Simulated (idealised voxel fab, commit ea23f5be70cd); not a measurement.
process module | voxel transistor to metal
cross-section cut | 285 nm wide | cells 5 nm
A cross-section is a grid of square cells, given in bands from the top down. A band is one or more rows of cells.
Each band's line starts with the height of the band's top and of its bottom, in nm. Then come its materials from left to right, each with its width in nm. One material with "throughout" fills the band from edge to edge. "air" is empty space.
Height 0 is the level under which the wafer as received is all one material. The lowest band goes on downwards, as in "0 down".
A width such as "30 to 40" changes by the same amount from each row of cells to the next, from the band's top row to its bottom row.
"no change" after a step means that no cell of the cross-section changed.
closed voids: empty space of 8 cells or more with no open way to the top, each as width x height at its distance from the left edge, in nm
after a step's settings: what the simulator itself notes on the step
overlay nm, on a step with a mask: how far to the right of its planned place the mask lay; to the left if negative
plan
1 op RECEIVE | material Si
2 op CONFORMAL_DEP | material SiO2 | thk nm 5
3 op CONFORMAL_DEP | material SiN | thk nm 10
4 op PATTERN | tone cover | mask id ACTIVE | material resist | width nm 115 | pitch nm 140 | thk nm 15 | overlay nm 0
5 op DIRECTIONAL_ETCH | etch materials SiN | depth nm 10
6 op DIRECTIONAL_ETCH | etch materials SiO2 | depth nm 5
7 op DIRECTIONAL_ETCH | etch materials Si | depth nm 25
8 op STRIP | etch materials resist
9 op OXIDIZE | depth nm 5
10 op FILL_DEP | material SiO2 | thk nm 5
11 op CMP | height nm 15
12 op SELECTIVE_ETCH | etch materials SiO2 | depth nm 5
13 op STRIP | etch materials SiN
14 op SELECTIVE_ETCH | etch materials SiO2 | depth nm 5
15 op OXIDIZE | depth nm 5
16 op DIRECTIONAL_DEP | material polySi | thk nm 25
17 op DIRECTIONAL_DEP | material SiCN | thk nm 10
18 op PATTERN | tone cover | mask id GATE | material resist | width nm 25 | pitch nm 140 | thk nm 20 | overlay nm 0
19 op DIRECTIONAL_ETCH | etch materials SiCN | depth nm 20
20 op DIRECTIONAL_ETCH | etch materials polySi | depth nm 35
21 op STRIP | etch materials resist
22 op CONFORMAL_DEP | material SiO2 | thk nm 5
23 op DIRECTIONAL_ETCH | etch materials SiO2 | depth nm 5
24 op CONFORMAL_DEP | material SiN | thk nm 10
25 op DIRECTIONAL_ETCH | etch materials SiN | depth nm 10
26 op DIRECTIONAL_ETCH | etch materials SiO2 | depth nm 5
27 op DIRECTIONAL_ETCH | etch materials Si | depth nm 5
28 op EPI | material nSi | thk nm 5
29 op FILL_DEP | material SiO2 | thk nm 5
30 op CMP | height nm 35
31 op DIRECTIONAL_DEP | material SiO2 | thk nm 10
32 op DIRECTIONAL_DEP | material aC | thk nm 10
33 op PATTERN | tone open | mask id CONTACT | material resist | width nm 35 | pitch nm 70 | thk nm 30 | overlay nm 0
34 op DIRECTIONAL_ETCH | etch materials aC | depth nm 10
35 op STRIP | etch materials resist
36 op DIRECTIONAL_ETCH | etch materials SiO2 | depth nm 50
37 op STRIP | etch materials aC
38 op CONFORMAL_DEP | material TiN | thk nm 5
39 op FILL_DEP | material W | thk nm 5
40 op CMP | height nm 45
41 op DIRECTIONAL_DEP | material TiN | thk nm 5
42 op DIRECTIONAL_DEP | material W | thk nm 25
43 op PATTERN | tone cover | mask id METAL_1 | material resist | width nm 20 | thk nm 15 | overlay nm 0
44 op DIRECTIONAL_ETCH | etch materials W | depth nm 25
45 op DIRECTIONAL_ETCH | etch materials TiN | depth nm 5
46 op STRIP | etch materials resist
47 op CONFORMAL_DEP | material SiN | thk nm 5
48 op FILL_DEP | material SiO2 | thk nm 10
49 op CMP | height nm 75
50 op CONFORMAL_DEP | material SiCN | thk nm 5
as received, after step 1
  0 down: Si throughout
  closed voids: none
first wafer at the end, as planned
  80 to 75: SiCN throughout
  75 to 50: SiO2 15 | SiN 5 | W 20 | SiN 5 | SiO2 55 | SiN 5 | W 20 | SiN 5 | SiO2 25 | SiN 5 | W 20 | SiN 5 | SiO2 55 | SiN 5 | W 20 | SiN 5 | SiO2 15
  50 to 45: SiN 20 | TiN 20 | SiN 65 | TiN 20 | SiN 35 | TiN 20 | SiN 65 | TiN 20 | SiN 20
  45 to 35: SiO2 20 | TiN 5 | W 25 to 15 | TiN 5 to 15 | SiO2 35 | TiN 5 to 15 | W 25 to 15 | TiN 5 | SiO2 35 | TiN 5 | W 25 to 15 | TiN 5 to 15 | SiO2 35 | TiN 5 to 15 | W 25 to 15 | TiN 5 | SiO2 20
  35 to 25: SiO2 20 | TiN 5 | W 15 | TiN 5 | SiN 10 | SiO2 5 | SiCN 25 | SiO2 5 | SiN 10 | TiN 5 | W 15 | TiN 5 | SiO2 35 | TiN 5 | W 15 | TiN 5 | SiN 10 | SiO2 5 | SiCN 25 | SiO2 5 | SiN 10 | TiN 5 | W 15 | TiN 5 | SiO2 20
  25 to 10: SiO2 20 | TiN 5 | W 15 | TiN 5 | SiN 10 | SiO2 5 | polySi 25 | SiO2 5 | SiN 10 | TiN 5 | W 15 | TiN 5 | SiO2 35 | TiN 5 | W 15 | TiN 5 | SiN 10 | SiO2 5 | polySi 25 | SiO2 5 | SiN 10 | TiN 5 | W 15 | TiN 5 | SiO2 20
  10 to 5: SiO2 20 | TiN 10 | W 10 | TiN 5 | SiN 10 | SiO2 5 | polySi 25 | SiO2 5 | SiN 10 | TiN 5 | W 10 | TiN 10 | SiO2 35 | TiN 10 | W 10 | TiN 5 | SiN 10 | SiO2 5 | polySi 25 | SiO2 5 | SiN 10 | TiN 5 | W 10 | TiN 10 | SiO2 20
  5 to 0: SiO2 15 | SiN 10 | TiN 20 | SiN 10 | SiO2 5 | polySi 25 | SiO2 5 | SiN 10 | TiN 20 | SiN 10 | SiO2 25 | SiN 10 | TiN 20 | SiN 10 | SiO2 5 | polySi 25 | SiO2 5 | SiN 10 | TiN 20 | SiN 10 | SiO2 15
  0 to -5: SiO2 25 | nSi 5 | TiN 10 | nSi 5 | SiO2 55 | nSi 5 | TiN 10 | nSi 5 | SiO2 45 | nSi 5 | TiN 10 | nSi 5 | SiO2 55 | nSi 5 | TiN 10 | nSi 5 | SiO2 25
  -5 to -10: SiO2 20 | Si 5 | nSi 20 | Si 55 | nSi 20 | Si 5 | SiO2 35 | Si 5 | nSi 20 | Si 55 | nSi 20 | Si 5 | SiO2 20
  -10 to -30: SiO2 20 | Si 105 | SiO2 35 | Si 105 | SiO2 20
  -30 down: Si throughout
  closed voids: none
second wafer at the end: like start, like plan, one mistake
  80 to 75: SiCN throughout
  75 to 50: SiO2 15 | SiN 5 | W 20 | SiN 5 | SiO2 55 | SiN 5 | W 20 | SiN 5 | SiO2 25 | SiN 5 | W 20 | SiN 5 | SiO2 55 | SiN 5 | W 20 | SiN 5 | SiO2 15
  50 to 45: SiN 20 | TiN 20 | SiN 65 | TiN 20 | SiN 35 | TiN 20 | SiN 65 | TiN 20 | SiN 20
  45 to 35: SiO2 25 | TiN 5 | W 25 to 10 | TiN 5 to 20 | SiO2 35 | TiN 5 to 10 | W 25 to 20 | TiN 5 | SiO2 35 | TiN 5 | W 25 to 10 | TiN 5 to 20 | SiO2 35 | TiN 5 to 10 | W 25 to 20 | TiN 5 | SiO2 15
  35 to 25: SiO2 25 | TiN 5 | W 10 | TiN 5 | SiN 10 | TiN 5 | SiCN 25 | SiO2 5 | SiN 10 | TiN 5 | W 20 | TiN 5 | SiO2 35 | TiN 5 | W 10 | TiN 5 | SiN 10 | TiN 5 | SiCN 25 | SiO2 5 | SiN 10 | TiN 5 | W 20 | TiN 5 | SiO2 15
  25 to 10: SiO2 25 | TiN 5 | W 10 | TiN 5 | SiN 10 | TiN 5 | polySi 25 | SiO2 5 | SiN 10 | TiN 5 | W 20 | TiN 5 | SiO2 35 | TiN 5 | W 10 | TiN 5 | SiN 10 | TiN 5 | polySi 25 | SiO2 5 | SiN 10 | TiN 5 | W 20 | TiN 5 | SiO2 15
  10 to 5: SiO2 25 | TiN 5 | W 10 | TiN 5 | SiN 10 | TiN 5 | polySi 25 | SiO2 5 | SiN 10 | TiN 5 | W 10 | TiN 15 | SiO2 35 | TiN 5 | W 10 | TiN 5 | SiN 10 | TiN 5 | polySi 25 | SiO2 5 | SiN 10 | TiN 5 | W 10 | TiN 15 | SiO2 15
  5 to 0: SiO2 15 | SiN 10 | TiN 20 | SiN 10 | TiN 5 | polySi 25 | SiO2 5 | SiN 10 | TiN 20 | SiN 10 | SiO2 25 | SiN 10 | TiN 20 | SiN 10 | TiN 5 | polySi 25 | SiO2 5 | SiN 10 | TiN 20 | SiN 10 | SiO2 15
  0 to -5: SiO2 25 | nSi 5 | TiN 10 | nSi 5 | SiO2 10 | TiN 5 | SiO2 40 | nSi 5 | TiN 10 | nSi 5 | SiO2 45 | nSi 5 | TiN 10 | nSi 5 | SiO2 10 | TiN 5 | SiO2 40 | nSi 5 | TiN 10 | nSi 5 | SiO2 25
  -5 to -10: SiO2 20 | Si 5 | nSi 20 | Si 55 | nSi 20 | Si 5 | SiO2 35 | Si 5 | nSi 20 | Si 55 | nSi 20 | Si 5 | SiO2 20
  -10 to -30: SiO2 20 | Si 105 | SiO2 35 | Si 105 | SiO2 20
  -30 down: Si throughout
  closed voids: none
what went wrong: step 33 ran as: op PATTERN | tone open | mask id CONTACT | material resist | width nm 35 | pitch nm 70 | thk nm 30 | overlay nm 5
at the end the second wafer has, in cells: 16 fewer of SiO2 | 16 more of TiN
